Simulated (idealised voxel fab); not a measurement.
You're looking at the process module voxel trench capacitor.
This is section cut - it's 160 nm across, gridded in 5 nm square cells.
How to read a cross-section here: the picture is a grid of square cells, written as bands going from the top down, and any band can span one or more rows of cells. First you get the band's top height and its bottom height, in nm, and then the materials it's made of, left to right, with each width in nm. If you see a single material with "everywhere", that one covers the band edge to edge. "air" is empty space. All heights in this document are referenced to 0, defined as the level beneath which the wafer, as received, consists entirely of one material. The lowest band is not bounded below; it extends indefinitely downward and is written in the form "0 nm and below". With a width like "30 to 40", each row of cells in the band differs from the next by the same amount, the top row carrying the first number and the bottom row the second. "no alteration" for a step: no cell of the cross-section changed in that step. Entry "Voids, sealed". Content: empty spaces with no open connection to the top, size 8 cells or greater. Each: width x height at distance. Distance: from left edge. Unit: nm. Step line, after settings: the simulator's comment on this step. "overlay nm" answers the question of how far to the right of plan the mask lay on a step that has a mask, and when it is negative the answer is to the left.
### plan
1 RECEIVE with material Si
2 CONFORMAL_DEP with material SiN, thk nm 10
3 MASKED_ETCH with tone open, mask id TRENCH, width nm 20, pitch nm 35, etch materials SiN, depth nm 10, overlay nm 0
4 MASKED_ETCH with tone open, mask id TRENCH, width nm 20, pitch nm 35, etch materials Si, depth nm 35, overlay nm 0
5 CONFORMAL_DEP with material SiO2, thk nm 5
6 FILL_DEP with material polySi, thk nm 10
7 CMP with height nm 10
### First wafer of two (run as planned)
### Cross-section of the incoming wafer, state after step 1
> 0 nm and below | Si everywhere
> Voids, sealed: none
### So this is the wafer cross-section right after step 2
> 10 nm to 0 nm | SiN everywhere
> Below 0 it's all the same as before, nothing changed down there.
### So this is the wafer cross-section right after step 3
> 10 nm to 0 nm | 35 SiN; 20 air; 15 SiN; 20 air; 15 SiN; 20 air; 35 SiN
> Below 0 it's all the same as before, nothing changed down there.
### So this is the wafer cross-section right after step 4
> 10 nm to 0 nm | 35 SiN; 20 air; 15 SiN; 20 air; 15 SiN; 20 air; 35 SiN
> 0 nm to -35 nm | 35 Si; 20 air; 15 Si; 20 air; 15 Si; 20 air; 35 Si
> Below -35 it's all the same as before, nothing changed down there.
### So this is the wafer cross-section right after step 5
> 15 nm to 10 nm | 40 SiO2; 10 air; 25 SiO2; 10 air; 25 SiO2; 10 air; 40 SiO2
> 10 nm to 0 nm | 35 SiN; 5 SiO2; 10 air; 5 SiO2; 15 SiN; 5 SiO2; 10 air; 5 SiO2; 15 SiN; 5 SiO2; 10 air; 5 SiO2; 35 SiN
> 0 nm to -30 nm | 35 Si; 5 SiO2; 10 air; 5 SiO2; 15 Si; 5 SiO2; 10 air; 5 SiO2; 15 Si; 5 SiO2; 10 air; 5 SiO2; 35 Si
> -30 nm to -35 nm | 35 Si; 20 SiO2; 15 Si; 20 SiO2; 15 Si; 20 SiO2; 35 Si
> Below -35 it's all the same as before, nothing changed down there.
### So this is the wafer cross-section right after step 6
> 25 nm to 15 nm | polySi everywhere
> 15 nm to 10 nm | 40 SiO2; 10 polySi; 25 SiO2; 10 polySi; 25 SiO2; 10 polySi; 40 SiO2
> 10 nm to 0 nm | 35 SiN; 5 SiO2; 10 polySi; 5 SiO2; 15 SiN; 5 SiO2; 10 polySi; 5 SiO2; 15 SiN; 5 SiO2; 10 polySi; 5 SiO2; 35 SiN
> 0 nm to -30 nm | 35 Si; 5 SiO2; 10 polySi; 5 SiO2; 15 Si; 5 SiO2; 10 polySi; 5 SiO2; 15 Si; 5 SiO2; 10 polySi; 5 SiO2; 35 Si
> Below -30 it's all the same as before, nothing changed down there.
### So this is the wafer cross-section right after step 7
> 10 nm to 0 nm | 35 SiN; 5 SiO2; 10 polySi; 5 SiO2; 15 SiN; 5 SiO2; 10 polySi; 5 SiO2; 15 SiN; 5 SiO2; 10 polySi; 5 SiO2; 35 SiN
> Below 0 it's all the same as before, nothing changed down there.
### Notes, second wafer: start = first wafer's, plan = first wafer's, execution had one mistake; history identical to first through step 3
### Second wafer, sectioned view, at step 4's planned end time
> 10 nm to 0 nm | 35 SiN; 20 air; 15 SiN; 20 air; 15 SiN; 20 air; 35 SiN
> 0 nm to -45 nm | 35 Si; 20 air; 15 Si; 20 air; 15 Si; 20 air; 35 Si
> Below -45 it's all the same as before, nothing changed down there.
### Second wafer, sectioned view, at step 5's planned end time
> 15 nm to 10 nm | 40 SiO2; 10 air; 25 SiO2; 10 air; 25 SiO2; 10 air; 40 SiO2
> 10 nm to 0 nm | 35 SiN; 5 SiO2; 10 air; 5 SiO2; 15 SiN; 5 SiO2; 10 air; 5 SiO2; 15 SiN; 5 SiO2; 10 air; 5 SiO2; 35 SiN
> 0 nm to -40 nm | 35 Si; 5 SiO2; 10 air; 5 SiO2; 15 Si; 5 SiO2; 10 air; 5 SiO2; 15 Si; 5 SiO2; 10 air; 5 SiO2; 35 Si
> -40 nm to -45 nm | 35 Si; 20 SiO2; 15 Si; 20 SiO2; 15 Si; 20 SiO2; 35 Si
> Below -45 it's all the same as before, nothing changed down there.
### Second wafer, sectioned view, at step 6's planned end time
> 25 nm to 15 nm | polySi everywhere
> 15 nm to 10 nm | 40 SiO2; 10 polySi; 25 SiO2; 10 polySi; 25 SiO2; 10 polySi; 40 SiO2
> 10 nm to 0 nm | 35 SiN; 5 SiO2; 10 polySi; 5 SiO2; 15 SiN; 5 SiO2; 10 polySi; 5 SiO2; 15 SiN; 5 SiO2; 10 polySi; 5 SiO2; 35 SiN
> 0 nm to -40 nm | 35 Si; 5 SiO2; 10 polySi; 5 SiO2; 15 Si; 5 SiO2; 10 polySi; 5 SiO2; 15 Si; 5 SiO2; 10 polySi; 5 SiO2; 35 Si
> Below -40 it's all the same as before, nothing changed down there.
### Second wafer, sectioned view, at step 7's planned end time
> 10 nm to 0 nm | 35 SiN; 5 SiO2; 10 polySi; 5 SiO2; 15 SiN; 5 SiO2; 10 polySi; 5 SiO2; 15 SiN; 5 SiO2; 10 polySi; 5 SiO2; 35 SiN
> Below 0 it's all the same as before, nothing changed down there.
What went wrong in running the wafer? step 4 did not use the planned setting and instead ran as MASKED_ETCH with tone open, mask id TRENCH, width nm 20, pitch nm 35, etch materials Si, depth nm 45, overlay nm 0
Final tally in cells, some materials are higher or lower on the second wafer than on the first: Si -24, SiO2 +12, polySi +12
